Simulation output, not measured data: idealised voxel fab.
process module | voxel transistor to metal
cross-section cut | 195 nm wide | cells 5 nm
A cross-section is a grid of square cells, given in bands from the top down. A band is one or more rows of cells.
Each band's line starts with the height of the band's top and of its bottom, in nm. Then come its materials from left to right, each with its width in nm. One material with "throughout" fills the band from edge to edge. "air" is empty space.
Height 0 is the level under which the wafer as received is all one material. The lowest band goes on downwards, as in "0 down".
A width such as "30 to 40" changes by the same amount from each row of cells to the next, from the band's top row to its bottom row.
"no change" after a step means that no cell of the cross-section changed.
closed voids: empty space of 8 cells or more with no open way to the top, each as width x height at its distance from the left edge, in nm
after a step's settings: what the simulator itself notes on the step
overlay nm, on a step with a mask: how far to the right of its planned place the mask lay; to the left if negative
plan
1 op RECEIVE | material Si
2 op CONFORMAL_DEP | material SiO2 | thk nm 5
3 op CONFORMAL_DEP | material SiN | thk nm 10
4 op DIRECTIONAL_DEP | material aC | thk nm 10
5 op PATTERN | tone cover | mask id ACTIVE | material resist | width nm 115 | thk nm 25 | overlay nm 0
6 op DIRECTIONAL_ETCH | etch materials aC | depth nm 10
7 op STRIP | etch materials resist
8 op DIRECTIONAL_ETCH | etch materials SiN | depth nm 10
9 op DIRECTIONAL_ETCH | etch materials SiO2 | depth nm 5
10 op DIRECTIONAL_ETCH | etch materials Si | depth nm 25
11 op STRIP | etch materials aC
12 op FILL_DEP | material SiO2 | thk nm 5
13 op CMP | height nm 15
14 op SELECTIVE_ETCH | etch materials SiO2 | depth nm 10
15 op STRIP | etch materials SiN
16 op SELECTIVE_ETCH | etch materials SiO2 | depth nm 5
17 op OXIDIZE | depth nm 5
18 op DIRECTIONAL_DEP | material polySi | thk nm 25
19 op DIRECTIONAL_DEP | material SiCN | thk nm 15
20 op MASKED_ETCH | tone cover | mask id GATE | width nm 25 | etch materials SiCN | depth nm 25 | overlay nm 0
21 op MASKED_ETCH | tone cover | mask id GATE | width nm 25 | etch materials polySi | depth nm 35 | overlay nm -10
22 op CONFORMAL_DEP | material SiO2 | thk nm 5
23 op DIRECTIONAL_ETCH | etch materials SiO2 | depth nm 5
24 op CONFORMAL_DEP | material SiN | thk nm 10
25 op DIRECTIONAL_ETCH | etch materials SiN | depth nm 10
26 op DIRECTIONAL_ETCH | etch materials SiO2 | depth nm 5
27 op DIRECTIONAL_ETCH | etch materials Si | depth nm 5
28 op EPI | material SiGe | thk nm 10
29 op FILL_DEP | material SiO2 | thk nm 5
30 op CMP | height nm 25
31 op STRIP | etch materials polySi
32 op SELECTIVE_ETCH | etch materials SiO2 | depth nm 5
33 op CONFORMAL_DEP | material HfO2 | thk nm 5
34 op CONFORMAL_DEP | material TiN | thk nm 5
35 op FILL_DEP | material W | thk nm 5
36 op CMP | height nm 20
37 op DIRECTIONAL_DEP | material SiO2 | thk nm 10
38 op MASKED_ETCH | tone open | mask id CONTACT | width nm 20 | pitch nm 75 | etch materials SiO2 | depth nm 30 | overlay nm 0
39 op CONFORMAL_DEP | material TiN | thk nm 5
40 op FILL_DEP | material W | thk nm 5
41 op CMP | height nm 30
42 op CONFORMAL_DEP | material SiCN | thk nm 5
43 op DIRECTIONAL_DEP | material SiO2 | thk nm 15
44 op DIRECTIONAL_DEP | material aC | thk nm 15
45 op PATTERN | tone open | mask id METAL_1 | material resist | width nm 20 | pitch nm 75 | thk nm 30 | overlay nm 0
46 op DIRECTIONAL_ETCH | etch materials aC | depth nm 15
47 op STRIP | etch materials resist
48 op DIRECTIONAL_ETCH | etch materials SiO2 | depth nm 15
49 op DIRECTIONAL_ETCH | etch materials SiCN | depth nm 5
50 op STRIP | etch materials aC
51 op CONFORMAL_DEP | material TiN | thk nm 5
52 op FILL_DEP | material Ru | thk nm 5
53 op CMP | height nm 50
54 op CONFORMAL_DEP | material SiN | thk nm 5
varied across the wafers: overlay nm of step 21. The plan shows the first wafer's value. All wafers start alike
first wafer as received, after step 1
  0 down: Si throughout
  closed voids: none
each wafer at the end: cells of each material gained (+) or lost (-) since it was received, then its closed voids
overlay nm -10 | +17 HfO2 | +12 Ru | -113 Si | +31 SiCN | +26 SiGe | +55 SiN | +317 SiO2 | +59 TiN | +25 W | closed voids: none
overlay nm -5 | +16 HfO2 | +12 Ru | -114 Si | +31 SiCN | +28 SiGe | +55 SiN | +317 SiO2 | +59 TiN | +25 W | closed voids: none
overlay nm 0 | +15 HfO2 | +12 Ru | -115 Si | +31 SiCN | +30 SiGe | +55 SiN | +317 SiO2 | +59 TiN | +25 W | closed voids: none
overlay nm 5 | +16 HfO2 | +12 Ru | -114 Si | +31 SiCN | +28 SiGe | +55 SiN | +317 SiO2 | +59 TiN | +25 W | closed voids: none
overlay nm 10 | +17 HfO2 | +12 Ru | -113 Si | +31 SiCN | +26 SiGe | +55 SiN | +317 SiO2 | +59 TiN | +25 W | closed voids: none
